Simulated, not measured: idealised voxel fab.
process module | voxel wiring stack
cross-section cut | 155 nm wide | cells 5 nm
A cross-section is a grid of square cells, given in bands from the top down. A band is one or more rows of cells.
Each band's line starts with the height of the band's top and of its bottom, in nm. Then come its materials from left to right, each with its width in nm. One material with "throughout" fills the band from edge to edge. "air" is empty space.
Height 0 is the level under which the wafer as received is all one material. The lowest band goes on downwards, as in "0 down".
A width such as "30 to 40" changes by the same amount from each row of cells to the next, from the band's top row to its bottom row.
"no change" after a step means that no cell of the cross-section changed.
closed voids: empty space of 8 cells or more with no open way to the top, each as width x height at its distance from the left edge, in nm
after a step's settings: what the simulator itself notes on the step
overlay nm, on a step with a mask: how far to the right of its planned place the mask lay; to the left if negative
plan
1 op RECEIVE | material Si
2 op CONFORMAL_DEP | material SiO2 | thk nm 15
3 op CONFORMAL_DEP | material SiCN | thk nm 5
4 op DIRECTIONAL_DEP | material lowk | thk nm 20
5 op PATTERN | tone open | mask id METAL_1 | material resist | width nm 20 | pitch nm 40 | thk nm 20 | overlay nm 0
6 op DIRECTIONAL_ETCH | etch materials lowk | depth nm 20
7 op DIRECTIONAL_ETCH | etch materials SiCN | depth nm 5
8 op STRIP | etch materials resist
9 op CONFORMAL_DEP | material TiN | thk nm 5
10 op FILL_DEP | material W | thk nm 10
11 op CMP | height nm 40
12 op CONFORMAL_DEP | material SiCN | thk nm 5
13 op DIRECTIONAL_DEP | material lowk | thk nm 15
14 op MASKED_ETCH | tone open | mask id PLUG_1 | width nm 15 | pitch nm 40 | etch materials lowk | depth nm 15 | overlay nm 0
15 op MASKED_ETCH | tone open | mask id PLUG_1 | width nm 15 | pitch nm 40 | etch materials SiCN | depth nm 5 | overlay nm 0
16 op EPI | material Ru | thk nm 10
17 op EPI | material Ru | thk nm 10
18 op CONFORMAL_DEP | material SiCN | thk nm 5
19 op DIRECTIONAL_DEP | material SiO2 | thk nm 25
20 op DIRECTIONAL_DEP | material aC | thk nm 10
21 op PATTERN | tone open | mask id METAL_2 | material resist | width nm 20 | pitch nm 40 | thk nm 25 | overlay nm 0
22 op DIRECTIONAL_ETCH | etch materials aC | depth nm 10
23 op STRIP | etch materials resist
24 op DIRECTIONAL_ETCH | etch materials SiO2 | depth nm 25
25 op DIRECTIONAL_ETCH | etch materials SiCN | depth nm 5
26 op STRIP | etch materials aC
27 op CONFORMAL_DEP | material TiN | thk nm 5
28 op FILL_DEP | material W | thk nm 10
29 op CMP | height nm 90
30 op CONFORMAL_DEP | material SiCN | thk nm 5
31 op DIRECTIONAL_DEP | material SiO2 | thk nm 15
32 op MASKED_ETCH | tone open | mask id PLUG_2 | width nm 15 | pitch nm 40 | etch materials SiO2 | depth nm 15 | overlay nm 0
33 op MASKED_ETCH | tone open | mask id PLUG_2 | width nm 15 | pitch nm 40 | etch materials SiCN | depth nm 5 | overlay nm 0
34 op EPI | material Ru | thk nm 10
35 op EPI | material Ru | thk nm 10
36 op CONFORMAL_DEP | material SiCN | thk nm 5
37 op DIRECTIONAL_DEP | material lowk | thk nm 15
38 op DIRECTIONAL_DEP | material aC | thk nm 10
39 op PATTERN | tone open | mask id METAL_3 | material resist | width nm 20 | pitch nm 40 | thk nm 30 | overlay nm 0
40 op DIRECTIONAL_ETCH | etch materials aC | depth nm 10
41 op STRIP | etch materials resist
42 op DIRECTIONAL_ETCH | etch materials lowk | depth nm 15
43 op DIRECTIONAL_ETCH | etch materials SiCN | depth nm 5
44 op STRIP | etch materials aC
45 op CONFORMAL_DEP | material TiN | thk nm 5
46 op FILL_DEP | material Cu | thk nm 5
47 op CMP | height nm 130
48 op EPI | material Ru | thk nm 5
49 op FILL_DEP | material SiCN | thk nm 5
first wafer, as planned
as received, after step 1
  0 down: Si throughout
  closed voids: none
after step 2
  15 to 0: SiO2 throughout
  below 0: unchanged
after step 3
  20 to 15: SiCN throughout
  below 15: unchanged
after step 4
  40 to 20: lowk throughout
  below 20: unchanged
after step 5
  60 to 40: resist 25 | air 20 | resist 20 | air 20 | resist 20 | air 20 | resist 30
  below 40: unchanged
after step 6
  60 to 40: resist 25 | air 20 | resist 20 | air 20 | resist 20 | air 20 | resist 30
  40 to 20: lowk 25 | air 20 | lowk 20 | air 20 | lowk 20 | air 20 | lowk 30
  below 20: unchanged
after step 7
  60 to 40: resist 25 | air 20 | resist 20 | air 20 | resist 20 | air 20 | resist 30
  40 to 20: lowk 25 | air 20 | lowk 20 | air 20 | lowk 20 | air 20 | lowk 30
  20 to 15: SiCN 25 | air 20 | SiCN 20 | air 20 | SiCN 20 | air 20 | SiCN 30
  below 15: unchanged
after step 8
  40 to 20: lowk 25 | air 20 | lowk 20 | air 20 | lowk 20 | air 20 | lowk 30
  below 20: unchanged
after step 9
  45 to 40: TiN 30 | air 10 | TiN 30 | air 10 | TiN 30 | air 10 | TiN 35
  40 to 20: lowk 25 | TiN 5 | air 10 | TiN 5 | lowk 20 | TiN 5 | air 10 | TiN 5 | lowk 20 | TiN 5 | air 10 | TiN 5 | lowk 30
  20 to 15: SiCN 25 | TiN 20 | SiCN 20 | TiN 20 | SiCN 20 | TiN 20 | SiCN 30
  below 15: unchanged
after step 10
  55 to 45: W throughout
  45 to 40: TiN 30 | W 10 | TiN 30 | W 10 | TiN 30 | W 10 | TiN 35
  40 to 20: lowk 25 | TiN 5 | W 10 | TiN 5 | lowk 20 | TiN 5 | W 10 | TiN 5 | lowk 20 | TiN 5 | W 10 | TiN 5 | lowk 30
  below 20: unchanged
after step 11
  40 to 20: lowk 25 | TiN 5 | W 10 | TiN 5 | lowk 20 | TiN 5 | W 10 | TiN 5 | lowk 20 | TiN 5 | W 10 | TiN 5 | lowk 30
  below 20: unchanged
after step 12
  45 to 40: SiCN throughout
  below 40: unchanged
after step 13
  60 to 45: lowk throughout
  below 45: unchanged
after step 14
  60 to 45: lowk 25 | air 15 | lowk 25 | air 15 | lowk 25 | air 15 | lowk 35
  below 45: unchanged
after step 15
  60 to 45: lowk 25 | air 15 | lowk 25 | air 15 | lowk 25 | air 15 | lowk 35
  45 to 40: SiCN 25 | air 15 | SiCN 25 | air 15 | SiCN 25 | air 15 | SiCN 35
  below 40: unchanged
after step 16
  60 to 50: lowk 25 | air 15 | lowk 25 | air 15 | lowk 25 | air 15 | lowk 35
  50 to 45: lowk 25 | Ru 15 | lowk 25 | Ru 15 | lowk 25 | Ru 15 | lowk 35
  45 to 40: SiCN 25 | Ru 15 | SiCN 25 | Ru 15 | SiCN 25 | Ru 15 | SiCN 35
  below 40: unchanged
after step 17
  60 to 45: lowk 25 | Ru 15 | lowk 25 | Ru 15 | lowk 25 | Ru 15 | lowk 35
  below 45: unchanged
after step 18
  65 to 60: SiCN throughout
  below 60: unchanged
after step 19
  90 to 65: SiO2 throughout
  below 65: unchanged
after step 20
  100 to 90: aC throughout
  below 90: unchanged
after step 21
  125 to 100: resist 25 | air 20 | resist 20 | air 20 | resist 20 | air 20 | resist 30
  below 100: unchanged
after step 22
  115 to 100: resist 25 | air 20 | resist 20 | air 20 | resist 20 | air 20 | resist 30
  100 to 90: aC 25 | air 20 | aC 20 | air 20 | aC 20 | air 20 | aC 30
  below 90: unchanged
after step 23
  100 to 90: aC 25 | air 20 | aC 20 | air 20 | aC 20 | air 20 | aC 30
  below 90: unchanged
after step 24
  100 to 90: aC 25 | air 20 | aC 20 | air 20 | aC 20 | air 20 | aC 30
  90 to 65: SiO2 25 | air 20 | SiO2 20 | air 20 | SiO2 20 | air 20 | SiO2 30
  below 65: unchanged
after step 25
  100 to 90: aC 25 | air 20 | aC 20 | air 20 | aC 20 | air 20 | aC 30
  90 to 65: SiO2 25 | air 20 | SiO2 20 | air 20 | SiO2 20 | air 20 | SiO2 30
  65 to 60: SiCN 25 | air 20 | SiCN 20 | air 20 | SiCN 20 | air 20 | SiCN 30
  below 60: unchanged
after step 26
  90 to 65: SiO2 25 | air 20 | SiO2 20 | air 20 | SiO2 20 | air 20 | SiO2 30
  below 65: unchanged
after step 27
  95 to 90: TiN 30 | air 10 | TiN 30 | air 10 | TiN 30 | air 10 | TiN 35
  90 to 65: SiO2 25 | TiN 5 | air 10 | TiN 5 | SiO2 20 | TiN 5 | air 10 | TiN 5 | SiO2 20 | TiN 5 | air 10 | TiN 5 | SiO2 30
  65 to 60: SiCN 25 | TiN 20 | SiCN 20 | TiN 20 | SiCN 20 | TiN 20 | SiCN 30
  below 60: unchanged
after step 28
  105 to 95: W throughout
  95 to 90: TiN 30 | W 10 | TiN 30 | W 10 | TiN 30 | W 10 | TiN 35
  90 to 65: SiO2 25 | TiN 5 | W 10 | TiN 5 | SiO2 20 | TiN 5 | W 10 | TiN 5 | SiO2 20 | TiN 5 | W 10 | TiN 5 | SiO2 30
  below 65: unchanged
after step 29
  90 to 65: SiO2 25 | TiN 5 | W 10 | TiN 5 | SiO2 20 | TiN 5 | W 10 | TiN 5 | SiO2 20 | TiN 5 | W 10 | TiN 5 | SiO2 30
  below 65: unchanged
after step 30
  95 to 90: SiCN throughout
  below 90: unchanged
after step 31
  110 to 95: SiO2 throughout
  below 95: unchanged
after step 32
  110 to 95: SiO2 25 | air 15 | SiO2 25 | air 15 | SiO2 25 | air 15 | SiO2 35
  below 95: unchanged
after step 33
  110 to 95: SiO2 25 | air 15 | SiO2 25 | air 15 | SiO2 25 | air 15 | SiO2 35
  95 to 90: SiCN 25 | air 15 | SiCN 25 | air 15 | SiCN 25 | air 15 | SiCN 35
  below 90: unchanged
after step 34
  110 to 100: SiO2 25 | air 15 | SiO2 25 | air 15 | SiO2 25 | air 15 | SiO2 35
  100 to 95: SiO2 25 | Ru 15 | SiO2 25 | Ru 15 | SiO2 25 | Ru 15 | SiO2 35
  95 to 90: SiCN 25 | Ru 15 | SiCN 25 | Ru 15 | SiCN 25 | Ru 15 | SiCN 35
  below 90: unchanged
after step 35
  110 to 95: SiO2 25 | Ru 15 | SiO2 25 | Ru 15 | SiO2 25 | Ru 15 | SiO2 35
  below 95: unchanged
after step 36
  115 to 110: SiCN throughout
  below 110: unchanged
after step 37
  130 to 115: lowk throughout
  below 115: unchanged
after step 38
  140 to 130: aC throughout
  below 130: unchanged
after step 39
  170 to 140: resist 25 | air 20 | resist 20 | air 20 | resist 20 | air 20 | resist 30
  below 140: unchanged
after step 40
  160 to 140: resist 25 | air 20 | resist 20 | air 20 | resist 20 | air 20 | resist 30
  140 to 130: aC 25 | air 20 | aC 20 | air 20 | aC 20 | air 20 | aC 30
  below 130: unchanged
after step 41
  140 to 130: aC 25 | air 20 | aC 20 | air 20 | aC 20 | air 20 | aC 30
  below 130: unchanged
after step 42
  140 to 130: aC 25 | air 20 | aC 20 | air 20 | aC 20 | air 20 | aC 30
  130 to 115: lowk 25 | air 20 | lowk 20 | air 20 | lowk 20 | air 20 | lowk 30
  below 115: unchanged
after step 43
  140 to 130: aC 25 | air 20 | aC 20 | air 20 | aC 20 | air 20 | aC 30
  130 to 115: lowk 25 | air 20 | lowk 20 | air 20 | lowk 20 | air 20 | lowk 30
  115 to 110: SiCN 25 | air 20 | SiCN 20 | air 20 | SiCN 20 | air 20 | SiCN 30
  below 110: unchanged
after step 44
  130 to 115: lowk 25 | air 20 | lowk 20 | air 20 | lowk 20 | air 20 | lowk 30
  below 115: unchanged
after step 45
  135 to 130: TiN 30 | air 10 | TiN 30 | air 10 | TiN 30 | air 10 | TiN 35
  130 to 115: lowk 25 | TiN 5 | air 10 | TiN 5 | lowk 20 | TiN 5 | air 10 | TiN 5 | lowk 20 | TiN 5 | air 10 | TiN 5 | lowk 30
  115 to 110: SiCN 25 | TiN 20 | SiCN 20 | TiN 20 | SiCN 20 | TiN 20 | SiCN 30
  below 110: unchanged
after step 46
  140 to 135: Cu throughout
  135 to 130: TiN 30 | Cu 10 | TiN 30 | Cu 10 | TiN 30 | Cu 10 | TiN 35
  130 to 115: lowk 25 | TiN 5 | Cu 10 | TiN 5 | lowk 20 | TiN 5 | Cu 10 | TiN 5 | lowk 20 | TiN 5 | Cu 10 | TiN 5 | lowk 30
  below 115: unchanged
after step 47
  130 to 115: lowk 25 | TiN 5 | Cu 10 | TiN 5 | lowk 20 | TiN 5 | Cu 10 | TiN 5 | lowk 20 | TiN 5 | Cu 10 | TiN 5 | lowk 30
  below 115: unchanged
after step 48
  135 to 130: air 20 | Ru 30 | air 10 | Ru 30 | air 10 | Ru 30 | air 25
  below 130: unchanged
after step 49
  140 to 135: SiCN throughout
  135 to 130: SiCN 20 | Ru 30 | SiCN 10 | Ru 30 | SiCN 10 | Ru 30 | SiCN 25
  below 130: unchanged
second wafer: like start, like plan, one mistake. Through step 4 it matches the first wafer
when step 5 should have ended
  60 to 40: resist 30 | air 15 | resist 25 | air 15 | resist 25 | air 15 | resist 30
  below 40: unchanged
when step 6 should have ended
  60 to 40: resist 30 | air 15 | resist 25 | air 15 | resist 25 | air 15 | resist 30
  40 to 20: lowk 30 | air 15 | lowk 25 | air 15 | lowk 25 | air 15 | lowk 30
  below 20: unchanged
when step 7 should have ended
  60 to 40: resist 30 | air 15 | resist 25 | air 15 | resist 25 | air 15 | resist 30
  40 to 20: lowk 30 | air 15 | lowk 25 | air 15 | lowk 25 | air 15 | lowk 30
  20 to 15: SiCN 30 | air 15 | SiCN 25 | air 15 | SiCN 25 | air 15 | SiCN 30
  below 15: unchanged
when step 8 should have ended
  40 to 20: lowk 30 | air 15 | lowk 25 | air 15 | lowk 25 | air 15 | lowk 30
  below 20: unchanged
when step 9 should have ended
  45 to 40: TiN 35 | air 5 | TiN 35 | air 5 | TiN 35 | air 5 | TiN 35
  40 to 20: lowk 30 | TiN 5 | air 5 | TiN 5 | lowk 25 | TiN 5 | air 5 | TiN 5 | lowk 25 | TiN 5 | air 5 | TiN 5 | lowk 30
  20 to 15: SiCN 30 | TiN 15 | SiCN 25 | TiN 15 | SiCN 25 | TiN 15 | SiCN 30
  below 15: unchanged
when step 10 should have ended
  55 to 45: W throughout
  45 to 40: TiN 35 | W 5 | TiN 35 | W 5 | TiN 35 | W 5 | TiN 35
  40 to 20: lowk 30 | TiN 5 | W 5 | TiN 5 | lowk 25 | TiN 5 | W 5 | TiN 5 | lowk 25 | TiN 5 | W 5 | TiN 5 | lowk 30
  below 20: unchanged
when step 11 should have ended
  40 to 20: lowk 30 | TiN 5 | W 5 | TiN 5 | lowk 25 | TiN 5 | W 5 | TiN 5 | lowk 25 | TiN 5 | W 5 | TiN 5 | lowk 30
  below 20: unchanged
when step 12 should have ended
  45 to 40: SiCN throughout
  below 40: unchanged
when step 13 should have ended
  60 to 45: lowk throughout
  below 45: unchanged
when step 14 should have ended
  60 to 45: lowk 25 | air 15 | lowk 25 | air 15 | lowk 25 | air 15 | lowk 35
  below 45: unchanged
when step 15 should have ended
  60 to 45: lowk 25 | air 15 | lowk 25 | air 15 | lowk 25 | air 15 | lowk 35
  45 to 40: SiCN 25 | air 15 | SiCN 25 | air 15 | SiCN 25 | air 15 | SiCN 35
  below 40: unchanged
when step 16 should have ended
  60 to 50: lowk 25 | air 15 | lowk 25 | air 15 | lowk 25 | air 15 | lowk 35
  50 to 45: lowk 25 | Ru 15 | lowk 25 | Ru 15 | lowk 25 | Ru 15 | lowk 35
  45 to 40: SiCN 25 | Ru 15 | SiCN 25 | Ru 15 | SiCN 25 | Ru 15 | SiCN 35
  below 40: unchanged
when step 17 should have ended
  60 to 45: lowk 25 | Ru 15 | lowk 25 | Ru 15 | lowk 25 | Ru 15 | lowk 35
  below 45: unchanged
when step 18 should have ended
  65 to 60: SiCN throughout
  below 60: unchanged
when step 19 should have ended
  90 to 65: SiO2 throughout
  below 65: unchanged
when step 20 should have ended
  100 to 90: aC throughout
  below 90: unchanged
when step 21 should have ended
  125 to 100: resist 25 | air 20 | resist 20 | air 20 | resist 20 | air 20 | resist 30
  below 100: unchanged
when step 22 should have ended
  115 to 100: resist 25 | air 20 | resist 20 | air 20 | resist 20 | air 20 | resist 30
  100 to 90: aC 25 | air 20 | aC 20 | air 20 | aC 20 | air 20 | aC 30
  below 90: unchanged
when step 23 should have ended
  100 to 90: aC 25 | air 20 | aC 20 | air 20 | aC 20 | air 20 | aC 30
  below 90: unchanged
when step 24 should have ended
  100 to 90: aC 25 | air 20 | aC 20 | air 20 | aC 20 | air 20 | aC 30
  90 to 65: SiO2 25 | air 20 | SiO2 20 | air 20 | SiO2 20 | air 20 | SiO2 30
  below 65: unchanged
when step 25 should have ended
  100 to 90: aC 25 | air 20 | aC 20 | air 20 | aC 20 | air 20 | aC 30
  90 to 65: SiO2 25 | air 20 | SiO2 20 | air 20 | SiO2 20 | air 20 | SiO2 30
  65 to 60: SiCN 25 | air 20 | SiCN 20 | air 20 | SiCN 20 | air 20 | SiCN 30
  below 60: unchanged
when step 26 should have ended
  90 to 65: SiO2 25 | air 20 | SiO2 20 | air 20 | SiO2 20 | air 20 | SiO2 30
  below 65: unchanged
when step 27 should have ended
  95 to 90: TiN 30 | air 10 | TiN 30 | air 10 | TiN 30 | air 10 | TiN 35
  90 to 65: SiO2 25 | TiN 5 | air 10 | TiN 5 | SiO2 20 | TiN 5 | air 10 | TiN 5 | SiO2 20 | TiN 5 | air 10 | TiN 5 | SiO2 30
  65 to 60: SiCN 25 | TiN 20 | SiCN 20 | TiN 20 | SiCN 20 | TiN 20 | SiCN 30
  below 60: unchanged
when step 28 should have ended
  105 to 95: W throughout
  95 to 90: TiN 30 | W 10 | TiN 30 | W 10 | TiN 30 | W 10 | TiN 35
  90 to 65: SiO2 25 | TiN 5 | W 10 | TiN 5 | SiO2 20 | TiN 5 | W 10 | TiN 5 | SiO2 20 | TiN 5 | W 10 | TiN 5 | SiO2 30
  below 65: unchanged
when step 29 should have ended
  90 to 65: SiO2 25 | TiN 5 | W 10 | TiN 5 | SiO2 20 | TiN 5 | W 10 | TiN 5 | SiO2 20 | TiN 5 | W 10 | TiN 5 | SiO2 30
  below 65: unchanged
when step 30 should have ended
  95 to 90: SiCN throughout
  below 90: unchanged
when step 31 should have ended
  110 to 95: SiO2 throughout
  below 95: unchanged
when step 32 should have ended
  110 to 95: SiO2 25 | air 15 | SiO2 25 | air 15 | SiO2 25 | air 15 | SiO2 35
  below 95: unchanged
when step 33 should have ended
  110 to 95: SiO2 25 | air 15 | SiO2 25 | air 15 | SiO2 25 | air 15 | SiO2 35
  95 to 90: SiCN 25 | air 15 | SiCN 25 | air 15 | SiCN 25 | air 15 | SiCN 35
  below 90: unchanged
when step 34 should have ended
  110 to 100: SiO2 25 | air 15 | SiO2 25 | air 15 | SiO2 25 | air 15 | SiO2 35
  100 to 95: SiO2 25 | Ru 15 | SiO2 25 | Ru 15 | SiO2 25 | Ru 15 | SiO2 35
  95 to 90: SiCN 25 | Ru 15 | SiCN 25 | Ru 15 | SiCN 25 | Ru 15 | SiCN 35
  below 90: unchanged
when step 35 should have ended
  110 to 95: SiO2 25 | Ru 15 | SiO2 25 | Ru 15 | SiO2 25 | Ru 15 | SiO2 35
  below 95: unchanged
when step 36 should have ended
  115 to 110: SiCN throughout
  below 110: unchanged
when step 37 should have ended
  130 to 115: lowk throughout
  below 115: unchanged
when step 38 should have ended
  140 to 130: aC throughout
  below 130: unchanged
when step 39 should have ended
  170 to 140: resist 25 | air 20 | resist 20 | air 20 | resist 20 | air 20 | resist 30
  below 140: unchanged
when step 40 should have ended
  160 to 140: resist 25 | air 20 | resist 20 | air 20 | resist 20 | air 20 | resist 30
  140 to 130: aC 25 | air 20 | aC 20 | air 20 | aC 20 | air 20 | aC 30
  below 130: unchanged
when step 41 should have ended
  140 to 130: aC 25 | air 20 | aC 20 | air 20 | aC 20 | air 20 | aC 30
  below 130: unchanged
when step 42 should have ended
  140 to 130: aC 25 | air 20 | aC 20 | air 20 | aC 20 | air 20 | aC 30
  130 to 115: lowk 25 | air 20 | lowk 20 | air 20 | lowk 20 | air 20 | lowk 30
  below 115: unchanged
when step 43 should have ended
  140 to 130: aC 25 | air 20 | aC 20 | air 20 | aC 20 | air 20 | aC 30
  130 to 115: lowk 25 | air 20 | lowk 20 | air 20 | lowk 20 | air 20 | lowk 30
  115 to 110: SiCN 25 | air 20 | SiCN 20 | air 20 | SiCN 20 | air 20 | SiCN 30
  below 110: unchanged
when step 44 should have ended
  130 to 115: lowk 25 | air 20 | lowk 20 | air 20 | lowk 20 | air 20 | lowk 30
  below 115: unchanged
when step 45 should have ended
  135 to 130: TiN 30 | air 10 | TiN 30 | air 10 | TiN 30 | air 10 | TiN 35
  130 to 115: lowk 25 | TiN 5 | air 10 | TiN 5 | lowk 20 | TiN 5 | air 10 | TiN 5 | lowk 20 | TiN 5 | air 10 | TiN 5 | lowk 30
  115 to 110: SiCN 25 | TiN 20 | SiCN 20 | TiN 20 | SiCN 20 | TiN 20 | SiCN 30
  below 110: unchanged
when step 46 should have ended
  140 to 135: Cu throughout
  135 to 130: TiN 30 | Cu 10 | TiN 30 | Cu 10 | TiN 30 | Cu 10 | TiN 35
  130 to 115: lowk 25 | TiN 5 | Cu 10 | TiN 5 | lowk 20 | TiN 5 | Cu 10 | TiN 5 | lowk 20 | TiN 5 | Cu 10 | TiN 5 | lowk 30
  below 115: unchanged
when step 47 should have ended
  130 to 115: lowk 25 | TiN 5 | Cu 10 | TiN 5 | lowk 20 | TiN 5 | Cu 10 | TiN 5 | lowk 20 | TiN 5 | Cu 10 | TiN 5 | lowk 30
  below 115: unchanged
when step 48 should have ended
  135 to 130: air 20 | Ru 30 | air 10 | Ru 30 | air 10 | Ru 30 | air 25
  below 130: unchanged
when step 49 should have ended
  140 to 135: SiCN throughout
  135 to 130: SiCN 20 | Ru 30 | SiCN 10 | Ru 30 | SiCN 10 | Ru 30 | SiCN 25
  below 130: unchanged
what went wrong: step 5 ran as: op PATTERN | tone open | mask id METAL_1 | material resist | width nm 15 | pitch nm 40 | thk nm 20 | overlay nm 0
at the end the second wafer has, in cells: 3 more of SiCN | 3 fewer of TiN | 12 fewer of W | 12 more of lowk
